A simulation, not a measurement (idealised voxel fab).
The process module presented herein is designated voxel transistor to metal.
The cross-section shown here is cut; it is 190 nm wide and divided into square cells measuring 5 nm on a side.
For the purposes of this document, a cross-section shall be understood as a grid of square cells, specified as bands listed in top-to-bottom order, each band consisting of one or more rows of cells. Quick guide to a band line: top height, bottom height (nm) up front; then every material left to right with its width in nm. Only one material and it's marked "all across"? Then it fills the band edge to edge. And "empty" just means empty space. Heights are expressed relative to 0, this being the level below which the as-received wafer comprises one material exclusively. The lowest band is unbounded in the downward direction and is denoted as in "0 and below". The two numbers in a width such as "30->40" mark its ends across the band: the first belongs to the top row of cells, the second to the bottom row, and from each row to the next the width moves by the same amount. "identical to before", as given for a step, is the statement that not any cell of the cross-section underwent a change during that step. "Enclosed internal cavities": empty spaces of 8 cells or more with no open way to the top, each given as width x height at distance, distance from the left edge, all in nm. Formally, on a step line, whatever follows the settings is a remark that the simulator itself makes on the step. Among the settings permitted on a step's line is "overlay nm"; applied to a step with a mask, it specifies the extent to which the mask lay to the right of its planned position, whereas a negative figure signifies a position to the left.

### The process steps that were planned are listed below
1: RECEIVE,material Si
2: OXIDIZE,depth nm 5
3: CONFORMAL_DEP,material SiN,thk nm 15
4: PATTERN,tone cover,mask id ACTIVE,material resist,width nm 115,thk nm 20,overlay nm 0
5: DIRECTIONAL_ETCH,etch materials SiN,depth nm 15
6: DIRECTIONAL_ETCH,etch materials SiO2,depth nm 5
7: DIRECTIONAL_ETCH,etch materials Si,depth nm 30
8: STRIP,etch materials resist
9: FILL_DEP,material SiO2,thk nm 10
10: CMP,height nm 15
11: SELECTIVE_ETCH,etch materials SiO2,depth nm 15
12: STRIP,etch materials SiN
13: SELECTIVE_ETCH,etch materials SiO2,depth nm 5
14: OXIDIZE,depth nm 5
15: DIRECTIONAL_DEP,material polySi,thk nm 25
16: DIRECTIONAL_DEP,material SiCN,thk nm 10
17: MASKED_ETCH,tone cover,mask id GATE,width nm 25,etch materials SiCN,depth nm 20,overlay nm 0
18: MASKED_ETCH,tone cover,mask id GATE,width nm 25,etch materials polySi,depth nm 35,overlay nm 0
19: CONFORMAL_DEP,material SiO2,thk nm 5
20: DIRECTIONAL_ETCH,etch materials SiO2,depth nm 5
21: CONFORMAL_DEP,material SiN,thk nm 10
22: DIRECTIONAL_ETCH,etch materials SiN,depth nm 10
23: DIRECTIONAL_ETCH,etch materials SiO2,depth nm 5
24: EPI,material pSi,thk nm 5
25: FILL_DEP,material SiO2,thk nm 10
26: CMP,height nm 20
27: STRIP,etch materials polySi
28: SELECTIVE_ETCH,etch materials SiO2,depth nm 5
29: CONFORMAL_DEP,material HfO2,thk nm 5
30: CONFORMAL_DEP,material TiN,thk nm 5
31: FILL_DEP,material W,thk nm 10
32: CMP,height nm 15
33: DIRECTIONAL_DEP,material SiO2,thk nm 15
34: PATTERN,tone open,mask id CONTACT,material resist,width nm 15,pitch nm 80,thk nm 15,overlay nm 0
35: DIRECTIONAL_ETCH,etch materials SiO2,depth nm 35
36: STRIP,etch materials resist
37: CONFORMAL_DEP,material TiN,thk nm 5
38: FILL_DEP,material Ru,thk nm 10
39: CMP,height nm 30
40: DIRECTIONAL_DEP,material TiN,thk nm 5
41: DIRECTIONAL_DEP,material W,thk nm 15
42: MASKED_ETCH,tone cover,mask id METAL_1,width nm 15,pitch nm 80,etch materials W,depth nm 15,overlay nm 0
43: MASKED_ETCH,tone cover,mask id METAL_1,width nm 15,pitch nm 80,etch materials TiN,depth nm 5,overlay nm 0
44: CONFORMAL_DEP,material SiCN,thk nm 5
45: FILL_DEP,material lowk,thk nm 5
46: CMP,height nm 50
47: CONFORMAL_DEP,material SiCN,thk nm 5
48: DIRECTIONAL_DEP,material SiO2,thk nm 30
49: DIRECTIONAL_DEP,material aC,thk nm 15
50: PATTERN,tone open,mask id METAL_2,material resist,width nm 15,pitch nm 80,thk nm 30,overlay nm 0
51: DIRECTIONAL_ETCH,etch materials aC,depth nm 15
52: STRIP,etch materials resist
53: DIRECTIONAL_ETCH,etch materials SiO2,depth nm 15
54: STRIP,etch materials aC
55: PATTERN,tone open,mask id METAL_2_HOLES,material resist,width nm 15,pitch nm 80,thk nm 15,overlay nm 0
56: DIRECTIONAL_ETCH,etch materials SiO2,depth nm 15
57: DIRECTIONAL_ETCH,etch materials SiCN,depth nm 5
58: STRIP,etch materials resist
59: CONFORMAL_DEP,material TiN,thk nm 5
60: FILL_DEP,material Cu,thk nm 5
61: CMP,height nm 85
62: CONFORMAL_DEP,material SiN,thk nm 5

### Here's what the wafer looked like in cross-section when it arrived - that's after step 1
	0 and below | Si all across
	Enclosed internal cavities: none

### Cross-section taken at module completion on the first of two wafers; processed per the plan
	90 down to 85 | SiN all across
	85 down to 55 | SiO2 45 nm | TiN 5 nm | Cu 5 nm | TiN 5 nm | SiO2 65 nm | TiN 5 nm | Cu 5 nm | TiN 5 nm | SiO2 50 nm
	55 down to 50 | SiCN 45 nm | TiN 15 nm | SiCN 65 nm | TiN 15 nm | SiCN 50 nm
	50 down to 35 | lowk 40 nm | SiCN 5 nm | W 15 nm | SiCN 5 nm | lowk 55 nm | SiCN 5 nm | W 15 nm | SiCN 5 nm | lowk 45 nm
	35 down to 30 | SiCN 45 nm | TiN 15 nm | SiCN 65 nm | TiN 15 nm | SiCN 50 nm
	30 down to 15 | SiO2 45 nm | TiN 5 nm | Ru 5 nm | TiN 5 nm | SiO2 65 nm | TiN 5 nm | Ru 5 nm | TiN 5 nm | SiO2 50 nm
	15 down to 0 | SiO2 45 nm | TiN 5 nm | Ru 5 nm | TiN 5 nm | SiO2 5 nm | SiN 10 nm | HfO2 5 nm | TiN 5 nm | W 15 nm | TiN 5 nm | HfO2 5 nm | SiN 10 nm | SiO2 5 nm | TiN 5 nm | Ru 5 nm | TiN 5 nm | SiO2 50 nm
	0 down to -5 | SiO2 45 nm | TiN 15 nm | SiO2 5 nm | SiN 10 nm | HfO2 5 nm | TiN 25 nm | HfO2 5 nm | SiN 10 nm | SiO2 5 nm | TiN 15 nm | SiO2 50 nm
	-5 down to -10 | SiO2 30 nm | pSi 35 nm | SiO2 10 nm | HfO2 35 nm | SiO2 10 nm | pSi 35 nm | SiO2 35 nm
	-10 down to -35 | SiO2 35 nm | Si 115 nm | SiO2 40 nm
	-35 and below | Si all across
	Enclosed internal cavities: none

### End of module, second wafer, cross-section. Started like the first, planned like the first, run with one mistake
	90 down to 85 | SiN all across
	85 down to 55 | SiO2 45 nm | TiN 5 nm | Cu 5 nm | TiN 5 nm | SiO2 65 nm | TiN 5 nm | Cu 5 nm | TiN 5 nm | SiO2 50 nm
	55 down to 50 | SiCN 45 nm | TiN 15 nm | SiCN 65 nm | TiN 15 nm | SiCN 50 nm
	50 down to 35 | lowk 40 nm | SiCN 5 nm | W 15 nm | SiCN 5 nm | lowk 55 nm | SiCN 5 nm | W 15 nm | SiCN 5 nm | lowk 45 nm
	35 down to 30 | SiCN 45 nm | TiN 15 nm | SiCN 65 nm | TiN 15 nm | SiCN 50 nm
	30 down to 20 | SiO2 55 nm | TiN 5 nm | Ru 5 nm | TiN 5 nm | SiO2 65 nm | TiN 5 nm | Ru 5 nm | TiN 5 nm | SiO2 40 nm
	20 down to 15 | SiO2 55 nm | TiN 15 nm | SiO2 65 nm | TiN 5 nm | Ru 5 nm | TiN 5 nm | SiO2 40 nm
	15 down to 0 | SiO2 55 nm | TiN 10 nm | SiN 10 nm | HfO2 5 nm | TiN 5 nm | W 15 nm | TiN 5 nm | HfO2 5 nm | SiN 10 nm | SiO2 15 nm | TiN 5 nm | Ru 5 nm | TiN 5 nm | SiO2 40 nm
	0 down to -5 | SiO2 55 nm | TiN 10 nm | SiN 10 nm | HfO2 5 nm | TiN 25 nm | HfO2 5 nm | SiN 10 nm | SiO2 15 nm | TiN 15 nm | SiO2 40 nm
	-5 down to -10 | SiO2 30 nm | pSi 35 nm | SiO2 10 nm | HfO2 35 nm | SiO2 10 nm | pSi 35 nm | SiO2 35 nm
	-10 down to -35 | SiO2 35 nm | Si 115 nm | SiO2 40 nm
	-35 and below | Si all across
	Enclosed internal cavities: none
Which mistake was made when the wafer was run? step 34 did not use the planned setting and instead ran as PATTERN,tone open,mask id CONTACT,material resist,width nm 15,pitch nm 80,thk nm 15,overlay nm 10
Final wafer comparison in cells, second versus first, more or fewer per material: Ru -4, SiO2 +4
